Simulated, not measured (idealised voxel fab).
Proc. module: voxel transistor to metal
Cross-sectional view cut (width: 205 nm; square cell size: 5 nm).
Square cells in a grid make up a cross-section in this document, and the grid is given as bands, listed from the top down, each one or more rows of cells. Basically the band line says how high the top is and how high the bottom is, in nm, and then what's in it from left to right, every material with its width in nm. Empty space shows up as "air", and if a single material carries "everywhere" it runs the full band edge to edge. Heights are reckoned from 0. Under this level, the received wafer is all of one material. The bottommost band is open-ended downward, for example "z 0 and below". Note: "30 to 40" means the width goes from the first number (top row of the band) to the second number (bottom row) in equal steps per row of cells. "everything unchanged" after a step means that no cell of the cross-section changed. "Closed voids list" - sealed voids, min. 8 cells, no opening to top; format: width x height at distance (distance from left edge; nm throughout). It should be noted that, on the line of a given step, the content following the step's settings is a remark produced by the simulator itself with respect to that step. A step line may carry the setting "overlay nm", which, for steps involving a mask, states the distance by which the mask lay to the right of its intended position; negative values denote displacement to the left.
Steps planned for the process
| 1 | RECEIVE,material Si |
| 2 | CONFORMAL_DEP,material SiO2,thk nm 5 |
| 3 | CONFORMAL_DEP,material SiN,thk nm 15 |
| 4 | MASKED_ETCH,tone cover,mask id ACTIVE,width nm 105,etch materials SiN,depth nm 15,overlay nm 0 |
| 5 | MASKED_ETCH,tone cover,mask id ACTIVE,width nm 105,etch materials SiO2,depth nm 5,overlay nm 0 |
| 6 | MASKED_ETCH,tone cover,mask id ACTIVE,width nm 105,etch materials Si,depth nm 35,overlay nm 0 |
| 7 | FILL_DEP,material SiO2,thk nm 15 |
| 8 | CMP,height nm 20 |
| 9 | SELECTIVE_ETCH,etch materials SiO2,depth nm 5 |
| 10 | STRIP,etch materials SiN |
| 11 | SELECTIVE_ETCH,etch materials SiO2,depth nm 5 |
| 12 | OXIDIZE,depth nm 5 |
| 13 | DIRECTIONAL_DEP,material polySi,thk nm 20 |
| 14 | DIRECTIONAL_DEP,material SiCN,thk nm 15 |
| 15 | DIRECTIONAL_DEP,material aC,thk nm 10 |
| 16 | PATTERN,tone cover,mask id GATE,material resist,width nm 15,thk nm 30,overlay nm 0 |
| 17 | DIRECTIONAL_ETCH,etch materials aC,depth nm 10 |
| 18 | STRIP,etch materials resist |
| 19 | DIRECTIONAL_ETCH,etch materials SiCN,depth nm 25 |
| 20 | DIRECTIONAL_ETCH,etch materials polySi,depth nm 30 |
| 21 | STRIP,etch materials aC |
| 22 | CONFORMAL_DEP,material SiO2,thk nm 5 |
| 23 | DIRECTIONAL_ETCH,etch materials SiO2,depth nm 5 |
| 24 | CONFORMAL_DEP,material SiN,thk nm 5 |
| 25 | DIRECTIONAL_ETCH,etch materials SiN,depth nm 5 |
| 26 | DIRECTIONAL_ETCH,etch materials SiO2,depth nm 5 |
| 27 | DIRECTIONAL_ETCH,etch materials Si,depth nm 15 |
| 28 | EPI,material nSi,thk nm 15 |
| 29 | FILL_DEP,material SiO2,thk nm 5 |
| 30 | CMP,height nm 35 |
| 31 | DIRECTIONAL_DEP,material SiO2,thk nm 15 |
| 32 | DIRECTIONAL_DEP,material aC,thk nm 15 |
| 33 | PATTERN,tone open,mask id CONTACT,material resist,width nm 35,pitch nm 60,thk nm 30,overlay nm 0 |
| 34 | DIRECTIONAL_ETCH,etch materials aC,depth nm 15 |
| 35 | STRIP,etch materials resist |
| 36 | DIRECTIONAL_ETCH,etch materials SiO2,depth nm 40 |
| 37 | STRIP,etch materials aC |
| 38 | CONFORMAL_DEP,material TiN,thk nm 5 |
| 39 | FILL_DEP,material Ru,thk nm 10 |
| 40 | CMP,height nm 50 |
| 41 | DIRECTIONAL_DEP,material TiN,thk nm 5 |
| 42 | DIRECTIONAL_DEP,material W,thk nm 15 |
| 43 | PATTERN,tone cover,mask id METAL_1,material resist,width nm 20,pitch nm 75,thk nm 15,overlay nm 0 |
| 44 | DIRECTIONAL_ETCH,etch materials W,depth nm 15 |
| 45 | DIRECTIONAL_ETCH,etch materials TiN,depth nm 5 |
| 46 | STRIP,etch materials resist |
| 47 | FILL_DEP,material lowk,thk nm 5 |
| 48 | CMP,height nm 70 |
| 49 | CONFORMAL_DEP,material SiN,thk nm 5 |
The cross-section here shows the wafer as received, i.e. in its state after step 1
    z 0 and below  Si everywhere
    Closed voids list: none
Below is the wafer in cross-section after the module was completed. It began from the starting point shown above and followed the plan shown above, except that one mistake was made while running it
    z 75 to 70  SiN everywhere
    z 70 to 55  lowk 55, then W 20, then lowk 55, then W 20, then lowk 55
    z 55 to 50  lowk 55, then TiN 20, then lowk 55, then TiN 20, then lowk 55
    z 50 to 40  SiO2 55, then TiN 5, then Ru 25, then TiN 5, then SiO2 25, then TiN 5, then Ru 25, then TiN 5, then SiO2 55
    z 40 to 35  SiO2 55, then TiN 5, then Ru 20, then TiN 10, then SiO2 25, then TiN 10, then Ru 20, then TiN 5, then SiO2 55
    z 35 to 30  SiCN 45, then SiO2 5, then SiN 5, then TiN 5, then Ru 20, then TiN 5, then SiN 5, then SiO2 5, then SiCN 15, then SiO2 5, then SiN 5, then TiN 5, then Ru 20, then TiN 5, then SiN 5, then SiO2 5, then SiCN 45
    z 30 to 25  polySi 45, then SiO2 5, then SiN 5, then TiN 30, then SiN 5, then SiO2 5, then SiCN 15, then SiO2 5, then SiN 5, then TiN 30, then SiN 5, then SiO2 5, then polySi 45
    z 25 to 20  polySi 45, then SiCN 115, then polySi 45
    z 20 to 10  polySi everywhere
    z 10 to 0  SiO2 45, then polySi 115, then SiO2 45
    z 0 to -5  SiO2 everywhere
    z -5 to -35  SiO2 50, then Si 105, then SiO2 50
    z -35 and below  Si everywhere
    Closed voids list: none
Error vs. plan: step 14 of the plan was twice carried out
